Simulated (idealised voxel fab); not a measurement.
Module name: voxel capacitor over wiring (process module)
We display cut, a cross-section 180 nm in width whose square cells are each 5 nm.
Just so we're on the same page, the cross-sections are grids of square cells, and they're listed out in bands top to bottom, each band one or more rows deep.
The entry gives the band's vertical extent as a top height and a bottom height in nm, then its horizontal make-up as materials from left to right, each with a width in nm. "empty" stands for empty space; a single material marked "everywhere" fills the band edge to edge.
Height datum 0, below which the as-received substrate wafer is one material. Lowest band open at the bottom, running downward: "0..down".
Graded width ("30..40"): value in top row of band = first number; value in bottom row = second number; row-to-row change constant.
For the purposes of this document, the phrase "no modification" attached to a step denotes that no cell within the cross-section was modified by that step.
The list in "Closed void listing" covers empty spaces of 8 cells or more that cannot reach the top through any open way, and it gives each as width x height at distance; the distance is from the left edge, and width, height and distance are in nm.
The remark found on a step's line after its settings is issued by the simulator itself and pertains to that step.
The setting "overlay nm" may be written on the line of a step. When the step uses a mask, the value reports how far to the right of the planned place the mask lay, and a negative value reports that it lay to the left.

### These are the steps we planned for the process
| 1 | RECEIVE,material Si |
| 2 | CONFORMAL_DEP,material SiO2,thk nm 10 |
| 3 | DIRECTIONAL_DEP,material TiN,thk nm 5 |
| 4 | DIRECTIONAL_DEP,material W,thk nm 15 |
| 5 | PATTERN,tone cover,mask id METAL_1,material resist,width nm 25,pitch nm 75,thk nm 15,overlay nm 0 |
| 6 | DIRECTIONAL_ETCH,etch materials W,depth nm 15 |
| 7 | DIRECTIONAL_ETCH,etch materials TiN,depth nm 5 |
| 8 | STRIP,etch materials resist |
| 9 | FILL_DEP,material lowk,thk nm 5 |
| 10 | CMP,height nm 30 |
| 11 | CONFORMAL_DEP,material SiCN,thk nm 5 |
| 12 | DIRECTIONAL_DEP,material lowk,thk nm 20 |
| 13 | PATTERN,tone open,mask id PLUG_1,material resist,width nm 15,thk nm 15,overlay nm 0 |
| 14 | DIRECTIONAL_ETCH,etch materials lowk,depth nm 20 |
| 15 | DIRECTIONAL_ETCH,etch materials SiCN,depth nm 5 |
| 16 | STRIP,etch materials resist |
| 17 | EPI,material Ru,thk nm 10 |
| 18 | EPI,material Ru,thk nm 10 |
| 19 | EPI,material Ru,thk nm 5 |
| 20 | DIRECTIONAL_DEP,material TiN,thk nm 10 |
| 21 | DIRECTIONAL_DEP,material Al2O3,thk nm 5 |
| 22 | DIRECTIONAL_DEP,material TiN,thk nm 5 |
| 23 | DIRECTIONAL_DEP,material aC,thk nm 15 |
| 24 | PATTERN,tone cover,mask id UPPER_PLATE,material resist,width nm 55,thk nm 35,overlay nm 0 |
| 25 | DIRECTIONAL_ETCH,etch materials aC,depth nm 15 |
| 26 | STRIP,etch materials resist |
| 27 | DIRECTIONAL_ETCH,etch materials TiN,depth nm 5 |
| 28 | DIRECTIONAL_ETCH,etch materials Al2O3,depth nm 5 |
| 29 | STRIP,etch materials aC |
| 30 | PATTERN,tone cover,mask id LOWER_PLATE,material resist,width nm 65,thk nm 20,overlay nm 0 |
| 31 | DIRECTIONAL_ETCH,etch materials TiN,depth nm 10 |
| 32 | STRIP,etch materials resist |
| 33 | FILL_DEP,material SiO2,thk nm 20 |
| 34 | CMP,height nm 90 |
| 35 | PATTERN,tone open,mask id PLUG_2,material resist,width nm 15,thk nm 20,overlay nm 0 |
| 36 | DIRECTIONAL_ETCH,etch materials SiO2,depth nm 15 |
| 37 | STRIP,etch materials resist |
| 38 | CONFORMAL_DEP,material TiN,thk nm 5 |
| 39 | FILL_DEP,material W,thk nm 10 |
| 40 | CMP,height nm 90 |
| 41 | CONFORMAL_DEP,material SiN,thk nm 5 |

### Here's what the wafer looked like in cross-section when it arrived - that's after step 1
0..down | Si everywhere
Closed void listing: none

### First of two wafers at the end of the module, shown in cross-section; run carried out as planned
95..90 | SiN everywhere
90..80 | SiO2=60  TiN=5  W=5  TiN=5  SiO2=105
80..70 | SiO2=60..50  TiN=15..55  SiO2=105..75
70..65 | SiO2=50  Al2O3=55  SiO2=75
65..55 | SiO2=45  TiN=65  SiO2=70
55..35 | lowk=50  Ru=15  lowk=115
35..30 | SiCN=50  Ru=15  SiCN=115
30..15 | lowk=40  W=25  lowk=50  W=25  lowk=40
15..10 | lowk=40  TiN=25  lowk=50  TiN=25  lowk=40
10..0 | SiO2 everywhere
0..down | Si everywhere
Closed void listing: none

### Second of two wafers, module complete, sectioned: it shares the first wafer's start and plan but was run with one mistake
95..90 | SiN everywhere
90..80 | SiO2=60  TiN=5  W=5  TiN=5  SiO2=105
80..70 | SiO2=60..65  TiN=15..40  SiO2=105..75
70..65 | SiO2=65  Al2O3=40  SiO2=75
65..55 | SiO2=45  TiN=5  SiO2=15  TiN=45  SiO2=70
55..50 | lowk=50  TiN=15  lowk=115
50..45 | lowk=50  Al2O3=15  lowk=115
45..35 | lowk=50  TiN=15  lowk=115
35..30 | SiO2 everywhere
30..15 | lowk=40  W=25  lowk=50  W=25  lowk=40
15..10 | lowk=40  TiN=25  lowk=50  TiN=25  lowk=40
10..0 | SiO2 everywhere
0..down | Si everywhere
Closed void listing: none
Misprocessing identified: step 11 was processed under conditions differing from the plan, specifically as CONFORMAL_DEP,material SiO2,thk nm 5
Final wafer comparison in cells, second versus first, more or fewer per material: Ru -15; SiCN -33; SiO2 +48
